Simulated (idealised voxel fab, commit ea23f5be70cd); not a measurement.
Name of the process module below: voxel tone inversion
In the cross-section labelled cut, the width is 195 nm and each square cell is 5 nm.
Cross-sections here: square-cell grids, written as top-down lists of bands, a band being one or more rows of cells.
Quick guide to a band line: top height, bottom height (nm) up front; then every material left to right with its width in nm. Only one material and it's marked "full width"? Then it fills the band edge to edge. And "blank" just means empty space.
It should be noted that heights are counted from 0, beneath which the wafer as supplied is of one material throughout, and that the lowest band possesses no lower boundary but continues downward, as written in "0 down".
The width entry "30->40" should be interpreted row by row: the top row of cells in the band takes the first number, the bottom row takes the second number, and the change between adjacent rows is uniform throughout.
Basically "stayed the same" means that step didn't change any cell in the cross-section.
The label "Enclosed void inventory" introduces a list of the empty spaces, 8 cells or larger, that have no open way up to the top; each entry in it reads width x height at distance, where the distance is taken from the left edge and all three are stated in nm.
Post-settings text on a step line: simulator's own remark regarding the step.
For masked steps, "overlay nm" on the step line gives how far right of plan the mask actually lay; a minus sign means it lay to the left.
[Here's what the planned process steps look like]
1. op RECEIVE | material Si
2. op CONFORMAL_DEP | material SiCN | thk nm 10
3. op DIRECTIONAL_DEP | material aC | thk nm 20
4. op PATTERN | tone cover | mask id POSTS | material resist | width nm 15 | pitch nm 45 | thk nm 25 | overlay nm 0
5. op DIRECTIONAL_ETCH | etch materials aC | depth nm 20
6. op STRIP | etch materials resist
7. op FILL_DEP | material lowk | thk nm 5
8. op CMP | height nm 30
9. op STRIP | etch materials aC
10. op CONFORMAL_DEP | material TiN | thk nm 5
11. op FILL_DEP | material Cu | thk nm 5
12. op CMP | height nm 30
13. op CONFORMAL_DEP | material SiCN | thk nm 5
[Delivered wafer in cross-section: state after step 1]
- 0 down | Si full width
- Enclosed void inventory: none
[One mistake in running the module, otherwise start and plan as above: cross-section at the end]
- 35 to 30 | SiCN full width
- 30 to 15 | lowk 45; TiN 5; Cu 10; TiN 5; lowk 25; TiN 5; Cu 10; TiN 5; lowk 25; TiN 5; Cu 10; TiN 5; lowk 40
- 15 to 10 | lowk 45; TiN 20; lowk 25; TiN 20; lowk 25; TiN 20; lowk 40
- 10 to 0 | SiCN full width
- 0 down | Si full width
- Enclosed void inventory: none
It is concluded that the wafer was processed incorrectly with respect to the plan, in that step 4 ran with different settings than intended, the actual operation and settings being op PATTERN | tone cover | mask id POSTS | material resist | width nm 20 | pitch nm 45 | thk nm 25 | overlay nm 0
